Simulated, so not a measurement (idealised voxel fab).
The process module that follows is named voxel self aligned contacts.
We display cut, a cross-section 230 nm in width whose square cells are each 5 nm.
For the purposes of this document, a cross-section shall be understood as a grid of square cells, specified as bands listed in top-to-bottom order, each band consisting of one or more rows of cells. Top height, bottom height, nm. Materials left to right, width each, nm. Single material + "throughout" = fills band edge to edge. "empty" = empty. Where do heights start? At 0: under that level the wafer as delivered is made of one material only. And the lowest band has no floor; it just carries on downward, as in "from 0 down". Width: "30..40" (first number = top row, second number = bottom row, same change from row to row of cells). Step marked "no alterations made"? Then no cell in the cross-section changed in it. Entry "Sealed void list" = empty spaces >= 8 cells with no open way to the top; each as width x height at distance, distance from left edge, all nm. Where a step's line continues beyond its settings, the continuation is a remark by the simulator itself on that step. When a step includes a mask, the "overlay nm" setting on its line states how far to the right of its planned place that mask lay, and negative values state how far to the left.

### Planned step list for the process
1) RECEIVE | material Si
2) OXIDIZE | depth nm 5
3) DIRECTIONAL_DEP | material polySi | thk nm 30
4) DIRECTIONAL_DEP | material SiN | thk nm 25
5) MASKED_ETCH | tone cover | mask id GATE | width nm 35 | pitch nm 80 | etch materials SiN | depth nm 25 | overlay nm 0
6) MASKED_ETCH | tone cover | mask id GATE | width nm 35 | pitch nm 80 | etch materials polySi | depth nm 30 | overlay nm 0
7) CONFORMAL_DEP | material SiN | thk nm 10
8) DIRECTIONAL_ETCH | etch materials SiN | depth nm 10
9) FILL_DEP | material SiO2 | thk nm 15
10) CMP | height nm 65
11) PATTERN | tone open | mask id CONTACT | material resist | width nm 65 | pitch nm 80 | thk nm 15 | overlay nm -15
12) DIRECTIONAL_ETCH | etch materials SiO2 | depth nm 70
13) STRIP | etch materials resist
14) CONFORMAL_DEP | material TiN | thk nm 5
15) FILL_DEP | material Ru | thk nm 5
16) CMP | height nm 65
17) CONFORMAL_DEP | material SiCN | thk nm 5
The wafers in this document start out alike and differ in the overlay nm applied at step 11; the plan shows the value used for the first wafer.

### Cross-section of the first incoming wafer of several, state after step 1
	from 0 down  Si throughout
	Sealed void list: none

### Here is the cross-section of the first of several wafers at the end of the module, after its last step, step 17
	from 70 to 65  SiCN throughout
	from 65 to 55  SiO2 25 / TiN 5..40 / Ru 55..15 / TiN 5..10 / SiO2 15 / TiN 5..40 / Ru 55..15 / TiN 5..10 / SiO2 60
	from 55 to 30  SiO2 5 / SiN 55 / TiN 5 / Ru 15 / TiN 5 / SiN 55 / TiN 5 / Ru 15 / TiN 5 / SiN 55 / SiO2 10
	from 30 to 0  SiO2 5 / SiN 10 / polySi 35 / SiN 10 / TiN 5 / Ru 15 / TiN 5 / SiN 10 / polySi 35 / SiN 10 / TiN 5 / Ru 15 / TiN 5 / SiN 10 / polySi 35 / SiN 10 / SiO2 10
	from 0 to -5  SiO2 60 / TiN 25 / SiO2 55 / TiN 25 / SiO2 65
	from -5 down  Si throughout
	Sealed void list: none

### Here's the last wafer cross-sectioned at the end of the module
	from 70 to 65  SiCN throughout
	from 65 to 55  SiO2 55 / TiN 5..10 / Ru 55..15 / TiN 5..40 / SiO2 15 / TiN 5..10 / Ru 55..15 / TiN 5..40 / SiO2 30
	from 55 to 30  SiO2 5 / SiN 55 / TiN 5 / Ru 15 / TiN 5 / SiN 55 / TiN 5 / Ru 15 / TiN 5 / SiN 55 / SiO2 10
	from 30 to 0  SiO2 5 / SiN 10 / polySi 35 / SiN 10 / TiN 5 / Ru 15 / TiN 5 / SiN 10 / polySi 35 / SiN 10 / TiN 5 / Ru 15 / TiN 5 / SiN 10 / polySi 35 / SiN 10 / SiO2 10
	from 0 to -5  SiO2 60 / TiN 25 / SiO2 55 / TiN 25 / SiO2 65
	from -5 down  Si throughout
	Sealed void list: none

### wafer rows; end of module; cells per material since receipt: (+) gained, (-) lost; then closed voids
overlay nm -15; +94 Ru; -46 Si; +46 SiCN; +237 SiN; +109 SiO2; +78 TiN; +126 polySi; Sealed void list: none
overlay nm -10; +94 Ru; -46 Si; +46 SiCN; +237 SiN; +109 SiO2; +78 TiN; +126 polySi; Sealed void list: none
overlay nm -5; +94 Ru; -46 Si; +46 SiCN; +237 SiN; +109 SiO2; +78 TiN; +126 polySi; Sealed void list: none
overlay nm 0; +94 Ru; -46 Si; +46 SiCN; +237 SiN; +109 SiO2; +78 TiN; +126 polySi; Sealed void list: none
overlay nm 5; +94 Ru; -46 Si; +46 SiCN; +237 SiN; +109 SiO2; +78 TiN; +126 polySi; Sealed void list: none
overlay nm 10; +94 Ru; -46 Si; +46 SiCN; +237 SiN; +109 SiO2; +78 TiN; +126 polySi; Sealed void list: none
overlay nm 15; +94 Ru; -46 Si; +46 SiCN; +237 SiN; +109 SiO2; +78 TiN; +126 polySi; Sealed void list: none
